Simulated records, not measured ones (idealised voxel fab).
Herein follows the process module entitled voxel gate over fins.
The cross-section on display is named cut; it measures 210 nm wide, and its cells are 5 nm squares.
Format of a cross-section: grid, square cells. Given as bands. Order: top down. Band: one or more rows of cells.
For a band, the entry starts with two heights in nm, that of the top and then that of the bottom, and carries on with the band's materials in order from left to right, each alongside its width in nm; the word "all across" beside a single material means it fills the band edge to edge, and "air" means empty space.
For the purposes of this specification, 0 denotes the height below which the wafer in its as-received condition is composed wholly of one material, and the lowermost band, lacking a lower limit, extends downward without end, as expressed in "0 down".
A width such as "30 to 40" changes by the same amount from each row of cells to the next, from the band's top row to its bottom row.
The cross-section has no changed cell in any step marked "remained the same".
"Enclosed cavities": sealed empty spaces, 8 cells or more, no open way to top, listed width x height at distance, with distance from the left edge and width, height and distance in nm.
Anything after a step's settings on that line? It's the simulator's own note about the step.
The line of a step may include "overlay nm". On a step with a mask, this value is how far to the right of its planned place the mask lay. A negative value means the mask lay to the left.
Pairs ahead. Before: cross-section ahead of one process step. After: cross-section once the step is done, shown to the lowest changed band only. Under each pair: that step, with settings. Caution: pairs may come from different runs of this module on the same starting wafer; a pair follows the pair above only where its "Prior to step" entry says so.
**Prior to step**
15 to 10  W all across
10 to 5  40 nm W | 35 nm TiN | 10 nm W | 35 nm TiN | 10 nm W | 35 nm TiN | 45 nm W
5 to 0  40 nm W | 5 nm TiN | 25 nm HfO2 | 5 nm TiN | 10 nm W | 5 nm TiN | 25 nm HfO2 | 5 nm TiN | 10 nm W | 5 nm TiN | 25 nm HfO2 | 5 nm TiN | 45 nm W
0 to -5  40 nm W | 5 nm TiN | 5 nm HfO2 | 15 nm Si | 5 nm HfO2 | 5 nm TiN | 10 nm W | 5 nm TiN | 5 nm HfO2 | 15 nm Si | 5 nm HfO2 | 5 nm TiN | 10 nm W | 5 nm TiN | 5 nm HfO2 | 15 nm Si | 5 nm HfO2 | 5 nm TiN | 45 nm W
-5 to -10  45 nm TiN | 5 nm HfO2 | 15 nm Si | 5 nm HfO2 | 20 nm TiN | 5 nm HfO2 | 15 nm Si | 5 nm HfO2 | 20 nm TiN | 5 nm HfO2 | 15 nm Si | 5 nm HfO2 | 50 nm TiN
-10 to -15  50 nm HfO2 | 15 nm Si | 30 nm HfO2 | 15 nm Si | 30 nm HfO2 | 15 nm Si | 55 nm HfO2
-15 to -40  50 nm SiO2 | 15 nm Si | 30 nm SiO2 | 15 nm Si | 30 nm SiO2 | 15 nm Si | 55 nm SiO2
-40 down  Si all across
Enclosed cavities: none
**Step Result**
25 to 15  SiN all across
Under 15: no change, same as before.
Enclosed cavities: none
Between the two cross-sections shown above lies CONFORMAL_DEP, material SiN, thk nm 10
**Prior to step**
15 to 5  aC all across
5 to 0  SiN all across
0 down  Si all across
Enclosed cavities: none
**Step Result**
45 to 15  40 nm air | 15 nm resist | 30 nm air | 15 nm resist | 30 nm air | 15 nm resist | 65 nm air
Under 15: no change, same as before.
Enclosed cavities: none
Between the two cross-sections shown above lies PATTERN, tone cover, mask id FINS, material resist, width nm 15, pitch nm 45, thk nm 30, overlay nm -10
Prior to step: this step begins from the cross-section that the pair just above shows after its step.
**Step Result**
35 to 15  40 nm air | 15 nm resist | 30 nm air | 15 nm resist | 30 nm air | 15 nm resist | 65 nm air
15 to 5  40 nm air | 15 nm aC | 30 nm air | 15 nm aC | 30 nm air | 15 nm aC | 65 nm air
Under 5: no change, same as before.
Enclosed cavities: none
Between the two cross-sections shown above lies DIRECTIONAL_ETCH, etch materials aC, depth nm 10
Prior to step: this step begins from the cross-section that the pair just above shows after its step.
**Step Result**
15 to 5  40 nm air | 15 nm aC | 30 nm air | 15 nm aC | 30 nm air | 15 nm aC | 65 nm air
Under 5: no change, same as before.
Enclosed cavities: none
Between the two cross-sections shown above lies STRIP, etch materials resist
Prior to step: this step begins from the cross-section that the pair just above shows after its step.
**Step Result**
15 to 5  40 nm air | 15 nm aC | 30 nm air | 15 nm aC | 30 nm air | 15 nm aC | 65 nm air
5 to 0  40 nm air | 15 nm SiN | 30 nm air | 15 nm SiN | 30 nm air | 15 nm SiN | 65 nm air
Under 0: no change, same as before.
Enclosed cavities: none
Between the two cross-sections shown above lies DIRECTIONAL_ETCH, etch materials SiN, depth nm 5
Prior to step: this step begins from the cross-section that the pair just above shows after its step.
**Step Result**
15 to 5  40 nm air | 15 nm aC | 30 nm air | 15 nm aC | 30 nm air | 15 nm aC | 65 nm air
5 to 0  40 nm air | 15 nm SiN | 30 nm air | 15 nm SiN | 30 nm air | 15 nm SiN | 65 nm air
0 to -35  40 nm air | 15 nm Si | 30 nm air | 15 nm Si | 30 nm air | 15 nm Si | 65 nm air
Under -35: no change, same as before.
Enclosed cavities: none
Between the two cross-sections shown above lies DIRECTIONAL_ETCH, etch materials Si, depth nm 35
Prior to step: this step begins from the cross-section that the pair just above shows after its step.
**Step Result**
5 to 0  40 nm air | 15 nm SiN | 30 nm air | 15 nm SiN | 30 nm air | 15 nm SiN | 65 nm air
Under 0: no change, same as before.
Enclosed cavities: none
Between the two cross-sections shown above lies STRIP, etch materials aC
Prior to step: this step begins from the cross-section that the pair just above shows after its step.
**Step Result**
5 to 0  40 nm air | 15 nm SiN | 30 nm air | 15 nm SiN | 30 nm air | 15 nm SiN | 65 nm air
0 to -35  40 nm air | 5 nm SiO2 | 5 nm Si | 5 nm SiO2 | 30 nm air | 5 nm SiO2 | 5 nm Si | 5 nm SiO2 | 30 nm air | 5 nm SiO2 | 5 nm Si | 5 nm SiO2 | 65 nm air
-35 to -40  45 nm SiO2 | 5 nm Si | 40 nm SiO2 | 5 nm Si | 40 nm SiO2 | 5 nm Si | 70 nm SiO2
Under -40: no change, same as before.
Enclosed cavities: none
Between the two cross-sections shown above lies OXIDIZE, depth nm 5
Prior to step: this step begins from the cross-section that the pair just above shows after its step.
**Step Result**
20 to 5  SiO2 all across
5 to 0  40 nm SiO2 | 15 nm SiN | 30 nm SiO2 | 15 nm SiN | 30 nm SiO2 | 15 nm SiN | 65 nm SiO2
0 to -40  45 nm SiO2 | 5 nm Si | 40 nm SiO2 | 5 nm Si | 40 nm SiO2 | 5 nm Si | 70 nm SiO2
Under -40: no change, same as before.
Enclosed cavities: none
Between the two cross-sections shown above lies FILL_DEP, material SiO2, thk nm 15
Prior to step: this step begins from the cross-section that the pair just above shows after its step.
**Step Result**
5 to 0  40 nm SiO2 | 15 nm SiN | 30 nm SiO2 | 15 nm SiN | 30 nm SiO2 | 15 nm SiN | 65 nm SiO2
Under 0: no change, same as before.
Enclosed cavities: none
Between the two cross-sections shown above lies CMP, height nm 5
Prior to step: this step begins from the cross-section that the pair just above shows after its step.
**Step Result**
5 to 0  40 nm air | 15 nm SiN | 30 nm air | 15 nm SiN | 30 nm air | 15 nm SiN | 65 nm air
0 to -15  45 nm air | 5 nm Si | 40 nm air | 5 nm Si | 40 nm air | 5 nm Si | 70 nm air
Under -15: no change, same as before.
Enclosed cavities: none
Between the two cross-sections shown above lies SELECTIVE_ETCH, etch materials SiO2, depth nm 20
Prior to step: this step begins from the cross-section that the pair just above shows after its step.
**Step Result**
0 to -15  45 nm air | 5 nm Si | 40 nm air | 5 nm Si | 40 nm air | 5 nm Si | 70 nm air
Under -15: no change, same as before.
Enclosed cavities: none
Between the two cross-sections shown above lies STRIP, etch materials SiN
Prior to step: this step begins from the cross-section that the pair just above shows after its step.
**Step Result**
5 to 0  40 nm air | 15 nm HfO2 | 30 nm air | 15 nm HfO2 | 30 nm air | 15 nm HfO2 | 65 nm air
0 to -10  40 nm air | 5 nm HfO2 | 5 nm Si | 5 nm HfO2 | 30 nm air | 5 nm HfO2 | 5 nm Si | 5 nm HfO2 | 30 nm air | 5 nm HfO2 | 5 nm Si | 5 nm HfO2 | 65 nm air
-10 to -15  45 nm HfO2 | 5 nm Si | 40 nm HfO2 | 5 nm Si | 40 nm HfO2 | 5 nm Si | 70 nm HfO2
Under -15: no change, same as before.
Enclosed cavities: none
Between the two cross-sections shown above lies CONFORMAL_DEP, material HfO2, thk nm 5
Prior to step: this step begins from the cross-section that the pair just above shows after its step.
**Step Result**
10 to 5  35 nm air | 25 nm TiN | 20 nm air | 25 nm TiN | 20 nm air | 25 nm TiN | 60 nm air
5 to 0  35 nm air | 5 nm TiN | 15 nm HfO2 | 5 nm TiN | 20 nm air | 5 nm TiN | 15 nm HfO2 | 5 nm TiN | 20 nm air | 5 nm TiN | 15 nm HfO2 | 5 nm TiN | 60 nm air
0 to -5  35 nm air | 5 nm TiN | 5 nm HfO2 | 5 nm Si | 5 nm HfO2 | 5 nm TiN | 20 nm air | 5 nm TiN | 5 nm HfO2 | 5 nm Si | 5 nm HfO2 | 5 nm TiN | 20 nm air | 5 nm TiN | 5 nm HfO2 | 5 nm Si | 5 nm HfO2 | 5 nm TiN | 60 nm air
-5 to -10  40 nm TiN | 5 nm HfO2 | 5 nm Si | 5 nm HfO2 | 30 nm TiN | 5 nm HfO2 | 5 nm Si | 5 nm HfO2 | 30 nm TiN | 5 nm HfO2 | 5 nm Si | 5 nm HfO2 | 65 nm TiN
Under -10: no change, same as before.
Enclosed cavities: none
Between the two cross-sections shown above lies CONFORMAL_DEP, material TiN, thk nm 5
Prior to step: this step begins from the cross-section that the pair just above shows after its step.
**Step Result**
20 to 10  W all across
10 to 5  35 nm W | 25 nm TiN | 20 nm W | 25 nm TiN | 20 nm W | 25 nm TiN | 60 nm W
5 to 0  35 nm W | 5 nm TiN | 15 nm HfO2 | 5 nm TiN | 20 nm W | 5 nm TiN | 15 nm HfO2 | 5 nm TiN | 20 nm W | 5 nm TiN | 15 nm HfO2 | 5 nm TiN | 60 nm W
0 to -5  35 nm W | 5 nm TiN | 5 nm HfO2 | 5 nm Si | 5 nm HfO2 | 5 nm TiN | 20 nm W | 5 nm TiN | 5 nm HfO2 | 5 nm Si | 5 nm HfO2 | 5 nm TiN | 20 nm W | 5 nm TiN | 5 nm HfO2 | 5 nm Si | 5 nm HfO2 | 5 nm TiN | 60 nm W
Under -5: no change, same as before.
Enclosed cavities: none
Between the two cross-sections shown above lies FILL_DEP, material W, thk nm 10
Prior to step: this step begins from the cross-section that the pair just above shows after its step.
**Step Result**
15 to 10  W all across
Under 10: no change, same as before.
Enclosed cavities: none
Between the two cross-sections shown above lies CMP, height nm 15
Prior to step: this step begins from the cross-section that the pair just above shows after its step.
**Step Result**
25 to 15  SiN all across
Under 15: no change, same as before.
Enclosed cavities: none
Between the two cross-sections shown above lies CONFORMAL_DEP, material SiN, thk nm 10
**Prior to step**
0 to -15  55 nm air | 5 nm Si | 40 nm air | 5 nm Si | 40 nm air | 5 nm Si | 60 nm air
-15 to -40  55 nm SiO2 | 5 nm Si | 40 nm SiO2 | 5 nm Si | 40 nm SiO2 | 5 nm Si | 60 nm SiO2
-40 down  Si all across
Enclosed cavities: none
**Step Result**
5 to 0  50 nm air | 15 nm aC | 30 nm air | 15 nm aC | 30 nm air | 15 nm aC | 55 nm air
0 to -10  50 nm air | 5 nm aC | 5 nm Si | 5 nm aC | 30 nm air | 5 nm aC | 5 nm Si | 5 nm aC | 30 nm air | 5 nm aC | 5 nm Si | 5 nm aC | 55 nm air
-10 to -15  55 nm aC | 5 nm Si | 40 nm aC | 5 nm Si | 40 nm aC | 5 nm Si | 60 nm aC
Under -15: no change, same as before.
Enclosed cavities: none
Between the two cross-sections shown above lies CONFORMAL_DEP, material aC, thk nm 5
Prior to step: this step begins from the cross-section that the pair just above shows after its step.
**Step Result**
10 to 5  45 nm air | 25 nm TiN | 20 nm air | 25 nm TiN | 20 nm air | 25 nm TiN | 50 nm air
5 to 0  45 nm air | 5 nm TiN | 15 nm aC | 5 nm TiN | 20 nm air | 5 nm TiN | 15 nm aC | 5 nm TiN | 20 nm air | 5 nm TiN | 15 nm aC | 5 nm TiN | 50 nm air
0 to -5  45 nm air | 5 nm TiN | 5 nm aC | 5 nm Si | 5 nm aC | 5 nm TiN | 20 nm air | 5 nm TiN | 5 nm aC | 5 nm Si | 5 nm aC | 5 nm TiN | 20 nm air | 5 nm TiN | 5 nm aC | 5 nm Si | 5 nm aC | 5 nm TiN | 50 nm air
-5 to -10  50 nm TiN | 5 nm aC | 5 nm Si | 5 nm aC | 30 nm TiN | 5 nm aC | 5 nm Si | 5 nm aC | 30 nm TiN | 5 nm aC | 5 nm Si | 5 nm aC | 55 nm TiN
Under -10: no change, same as before.
Enclosed cavities: none
Between the two cross-sections shown above lies CONFORMAL_DEP, material TiN, thk nm 5
Prior to step: this step begins from the cross-section that the pair just above shows after its step.
**Step Result**
20 to 10  W all across
10 to 5  45 nm W | 25 nm TiN | 20 nm W | 25 nm TiN | 20 nm W | 25 nm TiN | 50 nm W
5 to 0  45 nm W | 5 nm TiN | 15 nm aC | 5 nm TiN | 20 nm W | 5 nm TiN | 15 nm aC | 5 nm TiN | 20 nm W | 5 nm TiN | 15 nm aC | 5 nm TiN | 50 nm W
0 to -5  45 nm W | 5 nm TiN | 5 nm aC | 5 nm Si | 5 nm aC | 5 nm TiN | 20 nm W | 5 nm TiN | 5 nm aC | 5 nm Si | 5 nm aC | 5 nm TiN | 20 nm W | 5 nm TiN | 5 nm aC | 5 nm Si | 5 nm aC | 5 nm TiN | 50 nm W
Under -5: no change, same as before.
Enclosed cavities: none
Between the two cross-sections shown above lies FILL_DEP, material W, thk nm 10
Prior to step: this step begins from the cross-section that the pair just above shows after its step.
**Step Result**
15 to 10  W all across
Under 10: no change, same as before.
Enclosed cavities: none
Between the two cross-sections shown above lies CMP, height nm 15
Prior to step: this step begins from the cross-section that the pair just above shows after its step.
**Step Result**
25 to 15  SiN all across
Under 15: no change, same as before.
Enclosed cavities: none
Between the two cross-sections shown above lies CONFORMAL_DEP, material SiN, thk nm 10
**Prior to step**
15 to 5  aC all across
5 to 0  SiN all across
0 down  Si all across
Enclosed cavities: none
**Step Result**
45 to 15  50 nm resist | 15 nm air | 30 nm resist | 15 nm air | 30 nm resist | 15 nm air | 55 nm resist
Under 15: no change, same as before.
Enclosed cavities: none
Between the two cross-sections shown above lies PATTERN, tone open, mask id FINS, material resist, width nm 15, pitch nm 45, thk nm 30, overlay nm 0
Prior to step: this step begins from the cross-section that the pair just above shows after its step.
**Step Result**
35 to 15  50 nm resist | 15 nm air | 30 nm resist | 15 nm air | 30 nm resist | 15 nm air | 55 nm resist
15 to 5  50 nm aC | 15 nm air | 30 nm aC | 15 nm air | 30 nm aC | 15 nm air | 55 nm aC
Under 5: no change, same as before.
Enclosed cavities: none
Between the two cross-sections shown above lies DIRECTIONAL_ETCH, etch materials aC, depth nm 10
Prior to step: this step begins from the cross-section that the pair just above shows after its step.
**Step Result**
15 to 5  50 nm aC | 15 nm air | 30 nm aC | 15 nm air | 30 nm aC | 15 nm air | 55 nm aC
Under 5: no change, same as before.
Enclosed cavities: none
Between the two cross-sections shown above lies STRIP, etch materials resist
Prior to step: this step begins from the cross-section that the pair just above shows after its step.
**Step Result**
15 to 5  50 nm aC | 15 nm air | 30 nm aC | 15 nm air | 30 nm aC | 15 nm air | 55 nm aC
5 to 0  50 nm SiN | 15 nm air | 30 nm SiN | 15 nm air | 30 nm SiN | 15 nm air | 55 nm SiN
Under 0: no change, same as before.
Enclosed cavities: none
Between the two cross-sections shown above lies DIRECTIONAL_ETCH, etch materials SiN, depth nm 5
Prior to step: this step begins from the cross-section that the pair just above shows after its step.
**Step Result**
15 to 5  50 nm aC | 15 nm air | 30 nm aC | 15 nm air | 30 nm aC | 15 nm air | 55 nm aC
5 to 0  50 nm SiN | 15 nm air | 30 nm SiN | 15 nm air | 30 nm SiN | 15 nm air | 55 nm SiN
0 to -35  50 nm Si | 15 nm air | 30 nm Si | 15 nm air | 30 nm Si | 15 nm air | 55 nm Si
Under -35: no change, same as before.
Enclosed cavities: none
Between the two cross-sections shown above lies DIRECTIONAL_ETCH, etch materials Si, depth nm 35
Prior to step: this step begins from the cross-section that the pair just above shows after its step.
**Step Result**
5 to 0  50 nm SiN | 15 nm air | 30 nm SiN | 15 nm air | 30 nm SiN | 15 nm air | 55 nm SiN
Under 0: no change, same as before.
Enclosed cavities: none
Between the two cross-sections shown above lies STRIP, etch materials aC
Prior to step: this step begins from the cross-section that the pair just above shows after its step.
**Step Result**
5 to 0  50 nm SiN | 15 nm air | 30 nm SiN | 15 nm air | 30 nm SiN | 15 nm air | 55 nm SiN
0 to -35  45 nm Si | 5 nm SiO2 | 15 nm air | 5 nm SiO2 | 20 nm Si | 5 nm SiO2 | 15 nm air | 5 nm SiO2 | 20 nm Si | 5 nm SiO2 | 15 nm air | 5 nm SiO2 | 50 nm Si
-35 to -40  45 nm Si | 25 nm SiO2 | 20 nm Si | 25 nm SiO2 | 20 nm Si | 25 nm SiO2 | 50 nm Si
Under -40: no change, same as before.
Enclosed cavities: none
Between the two cross-sections shown above lies OXIDIZE, depth nm 5
Prior to step: this step begins from the cross-section that the pair just above shows after its step.
**Step Result**
20 to 5  SiO2 all across
5 to 0  50 nm SiN | 15 nm SiO2 | 30 nm SiN | 15 nm SiO2 | 30 nm SiN | 15 nm SiO2 | 55 nm SiN
0 to -40  45 nm Si | 25 nm SiO2 | 20 nm Si | 25 nm SiO2 | 20 nm Si | 25 nm SiO2 | 50 nm Si
Under -40: no change, same as before.
Enclosed cavities: none
Between the two cross-sections shown above lies FILL_DEP, material SiO2, thk nm 15
Prior to step: this step begins from the cross-section that the pair just above shows after its step.
**Step Result**
5 to 0  50 nm SiN | 15 nm SiO2 | 30 nm SiN | 15 nm SiO2 | 30 nm SiN | 15 nm SiO2 | 55 nm SiN
Under 0: no change, same as before.
Enclosed cavities: none
Between the two cross-sections shown above lies CMP, height nm 5
Prior to step: this step begins from the cross-section that the pair just above shows after its step.
**Step Result**
5 to 0  50 nm SiN | 15 nm air | 30 nm SiN | 15 nm air | 30 nm SiN | 15 nm air | 55 nm SiN
0 to -15  45 nm Si | 25 nm air | 20 nm Si | 25 nm air | 20 nm Si | 25 nm air | 50 nm Si
Under -15: no change, same as before.
Enclosed cavities: none
Between the two cross-sections shown above lies SELECTIVE_ETCH, etch materials SiO2, depth nm 20
Prior to step: this step begins from the cross-section that the pair just above shows after its step.
**Step Result**
0 to -15  45 nm Si | 25 nm air | 20 nm Si | 25 nm air | 20 nm Si | 25 nm air | 50 nm Si
Under -15: no change, same as before.
Enclosed cavities: none
Between the two cross-sections shown above lies STRIP, etch materials SiN
Prior to step: this step begins from the cross-section that the pair just above shows after its step.
**Step Result**
5 to 0  50 nm HfO2 | 15 nm air | 30 nm HfO2 | 15 nm air | 30 nm HfO2 | 15 nm air | 55 nm HfO2
0 to -10  45 nm Si | 5 nm HfO2 | 15 nm air | 5 nm HfO2 | 20 nm Si | 5 nm HfO2 | 15 nm air | 5 nm HfO2 | 20 nm Si | 5 nm HfO2 | 15 nm air | 5 nm HfO2 | 50 nm Si
-10 to -15  45 nm Si | 25 nm HfO2 | 20 nm Si | 25 nm HfO2 | 20 nm Si | 25 nm HfO2 | 50 nm Si
Under -15: no change, same as before.
Enclosed cavities: none
Between the two cross-sections shown above lies CONFORMAL_DEP, material HfO2, thk nm 5
Prior to step: this step begins from the cross-section that the pair just above shows after its step.
**Step Result**
10 to 5  55 nm TiN | 5 nm air | 40 nm TiN | 5 nm air | 40 nm TiN | 5 nm air | 60 nm TiN
5 to 0  50 nm HfO2 | 5 nm TiN | 5 nm air | 5 nm TiN | 30 nm HfO2 | 5 nm TiN | 5 nm air | 5 nm TiN | 30 nm HfO2 | 5 nm TiN | 5 nm air | 5 nm TiN | 55 nm HfO2
0 to -5  45 nm Si | 5 nm HfO2 | 5 nm TiN | 5 nm air | 5 nm TiN | 5 nm HfO2 | 20 nm Si | 5 nm HfO2 | 5 nm TiN | 5 nm air | 5 nm TiN | 5 nm HfO2 | 20 nm Si | 5 nm HfO2 | 5 nm TiN | 5 nm air | 5 nm TiN | 5 nm HfO2 | 50 nm Si
-5 to -10  45 nm Si | 5 nm HfO2 | 15 nm TiN | 5 nm HfO2 | 20 nm Si | 5 nm HfO2 | 15 nm TiN | 5 nm HfO2 | 20 nm Si | 5 nm HfO2 | 15 nm TiN | 5 nm HfO2 | 50 nm Si
Under -10: no change, same as before.
Enclosed cavities: none
Between the two cross-sections shown above lies CONFORMAL_DEP, material TiN, thk nm 5
Prior to step: this step begins from the cross-section that the pair just above shows after its step.
**Step Result**
20 to 10  W all across
10 to 5  55 nm TiN | 5 nm W | 40 nm TiN | 5 nm W | 40 nm TiN | 5 nm W | 60 nm TiN
5 to 0  50 nm HfO2 | 5 nm TiN | 5 nm W | 5 nm TiN | 30 nm HfO2 | 5 nm TiN | 5 nm W | 5 nm TiN | 30 nm HfO2 | 5 nm TiN | 5 nm W | 5 nm TiN | 55 nm HfO2
0 to -5  45 nm Si | 5 nm HfO2 | 5 nm TiN | 5 nm W | 5 nm TiN | 5 nm HfO2 | 20 nm Si | 5 nm HfO2 | 5 nm TiN | 5 nm W | 5 nm TiN | 5 nm HfO2 | 20 nm Si | 5 nm HfO2 | 5 nm TiN | 5 nm W | 5 nm TiN | 5 nm HfO2 | 50 nm Si
Under -5: no change, same as before.
Enclosed cavities: none
Between the two cross-sections shown above lies FILL_DEP, material W, thk nm 10
Prior to step: this step begins from the cross-section that the pair just above shows after its step.
**Step Result**
15 to 10  W all across
Under 10: no change, same as before.
Enclosed cavities: none
Between the two cross-sections shown above lies CMP, height nm 15
Prior to step: this step begins from the cross-section that the pair just above shows after its step.
**Step Result**
25 to 15  SiN all across
Under 15: no change, same as before.
Enclosed cavities: none
Between the two cross-sections shown above lies CONFORMAL_DEP, material SiN, thk nm 10
